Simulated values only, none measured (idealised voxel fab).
Title: Process Module voxel gate over fins
Displayed cross-section: cut, width of 160 nm, square cells sized 5 nm.
For the purposes of this document, a cross-section shall be understood as a grid of square cells, specified as bands listed in top-to-bottom order, each band consisting of one or more rows of cells.
Each band's line starts with the height of the band's top and of its bottom, in nm. Then come its materials from left to right, each with its width in nm. One material with "everywhere" fills the band from edge to edge. "blank" is empty space.
Basically, 0 is our baseline, since under it the wafer straight out of the box is all one material. The bottom band has no lower end and keeps on going down, so it looks like "0 down".
The width entry "30..40" should be interpreted row by row: the top row of cells in the band takes the first number, the bottom row takes the second number, and the change between adjacent rows is uniform throughout.
Take "no change" at face value: in the step it is given for, the cross-section changed in none of its cells.
Closed empty spaces (no open way to the top) of 8 cells or more are what "Enclosed void entries" lists, each as width x height at distance from the left edge, nm for all three.
What comes after the settings on a step's line is commentary from the simulator itself on that step.
"overlay nm" on a masked step: distance the mask lay right of its planned place, negative for left.

PLANNED PROCESS STEPS
1. RECEIVE [material Si]
2. CONFORMAL_DEP [material SiN] [thk nm 10]
3. MASKED_ETCH [tone cover] [mask id FINS] [width nm 15] [pitch nm 60] [etch materials SiN] [depth nm 10] [overlay nm 0]
4. MASKED_ETCH [tone cover] [mask id FINS] [width nm 15] [pitch nm 60] [etch materials Si] [depth nm 35] [overlay nm 0]
5. OXIDIZE [depth nm 5]
6. FILL_DEP [material SiO2] [thk nm 15]
7. CMP [height nm 10]
8. MASKED_ETCH [tone open] [mask id RAIL] [width nm 15] [etch materials SiO2] [depth nm 40] [overlay nm 0]
9. CONFORMAL_DEP [material TiN] [thk nm 5]
10. FILL_DEP [material Ru] [thk nm 5]
11. CMP [height nm 10]
12. SELECTIVE_ETCH [etch materials W Ru TiN] [depth nm 25]
13. FILL_DEP [material SiO2] [thk nm 5]
14. CMP [height nm 10]
15. SELECTIVE_ETCH [etch materials SiO2] [depth nm 20]
16. STRIP [etch materials SiN]
17. CONFORMAL_DEP [material HfO2] [thk nm 5]
18. CONFORMAL_DEP [material TiN] [thk nm 5]
19. CONFORMAL_DEP [material TiAl] [thk nm 5]
20. CONFORMAL_DEP [material TiN] [thk nm 5]
21. FILL_DEP [material W] [thk nm 10]
22. CMP [height nm 25]
23. CONFORMAL_DEP [material SiN] [thk nm 10]

CROSS-SECTION OF THE WAFER UPON ARRIVAL, REPRESENTING THE STATE REACHED AFTER STEP 1
- 0 down = Si everywhere
- Enclosed void entries: none

POST-MODULE CROSS-SECTION OF THE FIRST OF TWO WAFERS (RUN PER PLAN)
- 35 to 25 = SiN everywhere
- 25 to 20 = W everywhere
- 20 to 15 = 25 of W, then 45 of TiN, then 15 of W, then 45 of TiN, then 30 of W
- 15 to 10 = 25 of W, then 5 of TiN, then 35 of TiAl, then 5 of TiN, then 15 of W, then 5 of TiN, then 35 of TiAl, then 5 of TiN, then 30 of W
- 10 to 5 = 30 of TiN, then 5 of TiAl, then 25 of TiN, then 5 of TiAl, then 25 of TiN, then 5 of TiAl, then 25 of TiN, then 5 of TiAl, then 35 of TiN
- 5 to 0 = 35 of TiAl, then 5 of TiN, then 15 of HfO2, then 5 of TiN, then 35 of TiAl, then 5 of TiN, then 15 of HfO2, then 5 of TiN, then 40 of TiAl
- 0 to -5 = 40 of TiN, then 5 of HfO2, then 5 of Si, then 5 of HfO2, then 45 of TiN, then 5 of HfO2, then 5 of Si, then 5 of HfO2, then 45 of TiN
- -5 to -10 = 45 of HfO2, then 5 of Si, then 55 of HfO2, then 5 of Si, then 50 of HfO2
- -10 to -15 = 45 of SiO2, then 5 of Si, then 55 of SiO2, then 5 of Si, then 50 of SiO2
- -15 to -25 = 45 of SiO2, then 5 of Si, then 20 of SiO2, then 5 of TiN, then 5 of Ru, then 5 of TiN, then 20 of SiO2, then 5 of Si, then 50 of SiO2
- -25 to -30 = 45 of SiO2, then 5 of Si, then 20 of SiO2, then 15 of TiN, then 20 of SiO2, then 5 of Si, then 50 of SiO2
- -30 to -40 = 45 of SiO2, then 5 of Si, then 55 of SiO2, then 5 of Si, then 50 of SiO2
- -40 down = Si everywhere
- Enclosed void entries: none

PRESENTED HERE IS A CROSS-SECTION OF THE SECOND OF THE TWO WAFERS AS IT STOOD AT THE END OF THE MODULE. IT WAS STARTED IN THE SAME MANNER AND ASSIGNED THE SAME PLAN AS THE FIRST WAFER; HOWEVER, ONE MISTAKE WAS MADE IN ITS EXECUTION
- 35 to 25 = SiN everywhere
- 25 to 20 = W everywhere
- 20 to 15 = TiN everywhere
- 15 to 10 = TiAl everywhere
- 10 to 5 = TiN everywhere
- 5 to 0 = HfO2 everywhere
- 0 to -15 = 45 of SiO2, then 5 of Si, then 55 of SiO2, then 5 of Si, then 50 of SiO2
- -15 to -25 = 45 of SiO2, then 5 of Si, then 20 of SiO2, then 5 of TiN, then 5 of Ru, then 5 of TiN, then 20 of SiO2, then 5 of Si, then 50 of SiO2
- -25 to -30 = 45 of SiO2, then 5 of Si, then 20 of SiO2, then 15 of TiN, then 20 of SiO2, then 5 of Si, then 50 of SiO2
- -30 to -40 = 45 of SiO2, then 5 of Si, then 55 of SiO2, then 5 of Si, then 50 of SiO2
- -40 down = Si everywhere
- Enclosed void entries: none
What was done differently from what was planned? step 15 ran differently from the plan; actual operation with settings: SELECTIVE_ETCH [etch materials SiO2] [depth nm 10]
It is noted that, at the conclusion of processing, the second wafer exhibits a higher or lower cell count for certain materials relative to the first: HfO2 -8; SiO2 +60; TiAl -8; TiN -16; W -28
